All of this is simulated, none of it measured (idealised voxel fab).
You're looking at the process module voxel ribs on slabs.
Section cut is 155 nm wide and gridded with 5 nm square cells.
This document writes a cross-section as a grid whose cells are square, and gives it as bands, listed from the top down; one or more rows of cells form a band.
Top height, bottom height, nm. Materials left to right, width each, nm. Single material + "all across" = fills band edge to edge. "blank" = empty.
It should be noted that heights are counted from 0, beneath which the wafer as supplied is of one material throughout, and that the lowest band possesses no lower boundary but continues downward, as written in "top 0, no bottom".
Quick explanation for "30->40": the width changes in equal steps down the rows of cells, from the first number in the band's top row to the second number in its bottom row.
"no change occurred" after a step means that no cell of the cross-section changed.
Entry "Closed void table" = empty spaces >= 8 cells with no open way to the top; each as width x height at distance, distance from left edge, all nm.
If you see something after the settings on a step's line, that's the simulator's own remark about that step.
On any step carrying a mask, the "overlay nm" setting, if present on the step's line, tells how far right of its planned place the mask lay; negative values point to the left.
The planned process steps are enumerated hereunder
| 1 | RECEIVE [material Si] |
| 2 | DIRECTIONAL_DEP [material SiO2] [thk nm 25] |
| 3 | DIRECTIONAL_DEP [material SiN] [thk nm 20] |
| 4 | PATTERN [tone cover] [mask id RIB] [material resist] [width nm 15] [thk nm 15] [overlay nm 0] |
| 5 | DIRECTIONAL_ETCH [etch materials SiN] [depth nm 5] |
| 6 | STRIP [etch materials resist] |
| 7 | PATTERN [tone cover] [mask id SLAB] [material resist] [width nm 65] [thk nm 15] [overlay nm 0] |
| 8 | DIRECTIONAL_ETCH [etch materials SiN] [depth nm 15] |
| 9 | STRIP [etch materials resist] |
| 10 | FILL_DEP [material SiO2] [thk nm 25] |
| 11 | CMP [height nm 60] |
| 12 | DIRECTIONAL_DEP [material TiN] [thk nm 10] |
| 13 | MASKED_ETCH [tone cover] [mask id HEATER] [width nm 25] [etch materials TiN] [depth nm 10] [overlay nm 0] |
| 14 | CONFORMAL_DEP [material SiO2] [thk nm 5] |
Cross-section: wafer on arrival = after step 1
    top 0, no bottom = Si all across
    Closed void table: none
The first of the two wafers as seen in cross-section once the module was finished; processing followed the plan
    top 75, bottom 70 = blank=60  SiO2=35  blank=60
    top 70, bottom 65 = blank=60  SiO2=5  TiN=25  SiO2=5  blank=60
    top 65, bottom 60 = SiO2=65  TiN=25  SiO2=65
    top 60, bottom 45 = SiO2 all across
    top 45, bottom 40 = SiO2=70  SiN=15  SiO2=70
    top 40, bottom 25 = SiO2=45  SiN=65  SiO2=45
    top 25, bottom 0 = SiO2 all across
    top 0, no bottom = Si all across
    Closed void table: none
So this is wafer number two of the two, cut at the end of the module - it started where the first did and had the same plan, we just got one thing wrong running it
    top 75, bottom 70 = SiO2=70  blank=15  SiO2=70
    top 70, bottom 65 = TiN=65  SiO2=5  blank=15  SiO2=5  TiN=65
    top 65, bottom 60 = TiN=65  SiO2=25  TiN=65
    top 60, bottom 45 = SiO2 all across
    top 45, bottom 40 = SiO2=70  SiN=15  SiO2=70
    top 40, bottom 25 = SiO2=45  SiN=65  SiO2=45
    top 25, bottom 0 = SiO2 all across
    top 0, no bottom = Si all across
    Closed void table: none
Deviation noted in wafer processing: step 13: run off-plan, actual operation and settings MASKED_ETCH [tone open] [mask id HEATER] [width nm 25] [etch materials TiN] [depth nm 10] [overlay nm 0]
End check, counted in cells, second wafer has more or fewer of these materials than the first: TiN: 42 more
